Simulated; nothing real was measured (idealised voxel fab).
Documented hereafter: the process module known as voxel trench capacitor.
Section shown: cut. Width: 285 nm. Cell size: 5 nm, square.
Cross-section layout: square cells on a grid; listed as bands, top to bottom; a band spans one or more cell rows. Heads up on the band format: heights come first, top then bottom, in nm. After that it's the materials left to right, each with its width in nm. A single material flagged "throughout" fills the whole band edge to edge, and "air" means there's empty space there. Note: height 0 marks the level under which the wafer is uniformly one material as received. Lowest band unbounded below, written "0..down". Note: "30..40" means the width goes from the first number (top row of the band) to the second number (bottom row) in equal steps per row of cells. Any step labelled "remained unchanged" changed none of the cells in the cross-section. Entry "Encapsulated voids". Content: empty spaces with no open connection to the top, size 8 cells or greater. Each: width x height at distance. Distance: from left edge. Unit: nm. On a step's line, text after the settings is the simulator commenting on that step. A step line may carry the setting "overlay nm", which, for steps involving a mask, states the distance by which the mask lay to the right of its intended position; negative values denote displacement to the left.

-- List of planned process steps
1,RECEIVE with material Si
2,CONFORMAL_DEP with material SiN, thk nm 10
3,PATTERN with tone open, mask id TRENCH, material resist, width nm 20, pitch nm 50, thk nm 15, overlay nm -15
4,DIRECTIONAL_ETCH with etch materials SiN, depth nm 10
5,DIRECTIONAL_ETCH with etch materials Si, depth nm 35
6,STRIP with etch materials resist
7,CONFORMAL_DEP with material SiO2, thk nm 5
8,FILL_DEP with material polySi, thk nm 5
9,CMP with height nm 10
It is noted that the wafers described herein are identical at the outset and are distinguished by the overlay nm of step 3; the value stated in the plan corresponds to the first wafer.

-- The first of several wafers, as received after step 1, seen in section
> 0..down: Si throughout
> Encapsulated voids: none

-- Module end state after final step 9: cross-section of the first of several wafers
> 10..0: 90 of SiN, 5 of SiO2, 10 of polySi, 5 of SiO2, 30 of SiN, 5 of SiO2, 10 of polySi, 5 of SiO2, 125 of SiN
> 0..-30: 90 of Si, 5 of SiO2, 10 of polySi, 5 of SiO2, 30 of Si, 5 of SiO2, 10 of polySi, 5 of SiO2, 125 of Si
> -30..-35: 90 of Si, 20 of SiO2, 30 of Si, 20 of SiO2, 125 of Si
> -35..down: Si throughout
> Encapsulated voids: none

-- Wafer cross-section (last wafer, module end)
> 10..0: 120 of SiN, 5 of SiO2, 10 of polySi, 5 of SiO2, 30 of SiN, 5 of SiO2, 10 of polySi, 5 of SiO2, 95 of SiN
> 0..-30: 120 of Si, 5 of SiO2, 10 of polySi, 5 of SiO2, 30 of Si, 5 of SiO2, 10 of polySi, 5 of SiO2, 95 of Si
> -30..-35: 120 of Si, 20 of SiO2, 30 of Si, 20 of SiO2, 95 of Si
> -35..down: Si throughout
> Encapsulated voids: none

-- The table below has one row for each wafer; a row shows, as of the end of the module, how many cells of each material the wafer has gained, marked (+), or lost, marked (-), since it was received, and then the wafer's closed voids
overlay nm -15; -56 Si; +98 SiN; +40 SiO2; +32 polySi; Encapsulated voids: none
overlay nm -10; -56 Si; +98 SiN; +40 SiO2; +32 polySi; Encapsulated voids: none
overlay nm -5; -56 Si; +98 SiN; +40 SiO2; +32 polySi; Encapsulated voids: none
overlay nm 0; -56 Si; +98 SiN; +40 SiO2; +32 polySi; Encapsulated voids: none
overlay nm 5; -56 Si; +98 SiN; +40 SiO2; +32 polySi; Encapsulated voids: none
overlay nm 10; -56 Si; +98 SiN; +40 SiO2; +32 polySi; Encapsulated voids: none
overlay nm 15; -56 Si; +98 SiN; +40 SiO2; +32 polySi; Encapsulated voids: none
